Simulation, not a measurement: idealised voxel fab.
Presented below is a process module, voxel double patterning.
Cross-section cut: width 190 nm, square cells of 5 nm.
Format of a cross-section: grid, square cells. Given as bands. Order: top down. Band: one or more rows of cells. Band entry format. Leading values: height of top, height of bottom, nm. Remainder: materials in left-to-right order, each with its width in nm. Special words: "throughout" on a single material, which then fills the band edge to edge; "empty", empty space. Zero point of the height axis is 0; under it, received wafer = one material. Lowest band: continues down indefinitely, "0 nm and below". The notation "30..40" denotes a width that varies across the rows of cells in the band, beginning at the first number in the top row, finishing at the second number in the bottom row, and changing by an identical amount from each row to the next. A step reported as "no change occurred" is a step in which no cell of the cross-section changed. If an empty space has no open way to the top and is at least 8 cells in size, "Closed internal voids" lists it, written width x height at distance, where distance is measured from the left edge and every value is in nm. Past the settings on a step's line: simulator remark, on that step. "overlay nm" on a masked step: distance the mask lay right of its planned place, negative for left.

These are the steps we planned for the process
1. RECEIVE: material Si
2. CONFORMAL_DEP: material SiO2, thk nm 5
3. DIRECTIONAL_DEP: material polySi, thk nm 10
4. DIRECTIONAL_DEP: material SiCN, thk nm 5
5. DIRECTIONAL_DEP: material aC, thk nm 15
6. PATTERN: tone open, mask id FIRST, material resist, width nm 15, pitch nm 50, thk nm 35, overlay nm 0
7. DIRECTIONAL_ETCH: etch materials aC, depth nm 15
8. STRIP: etch materials resist
9. DIRECTIONAL_ETCH: etch materials SiCN, depth nm 5
10. STRIP: etch materials aC
11. MASKED_ETCH: tone open, mask id SECOND, width nm 15, pitch nm 50, etch materials SiCN, depth nm 5, overlay nm 0
12. DIRECTIONAL_ETCH: etch materials polySi, depth nm 10
13. STRIP: etch materials SiCN

As-received state of the wafer in cross-section, equivalent to post-step 1
* 0 nm and below  Si throughout
* Closed internal voids: none

The cross-section shown corresponds to the wafer at the conclusion of the module. The initial structure and the process plan are those presented above; however, one mistake occurred in executing the plan
* 20 nm to 15 nm  SiO2 throughout
* 15 nm to 5 nm  polySi throughout
* 5 nm to 0 nm  SiO2 throughout
* 0 nm and below  Si throughout
* Closed internal voids: none
Deviation from plan: contrary to plan, step 4 was performed as DIRECTIONAL_DEP: material SiO2, thk nm 5
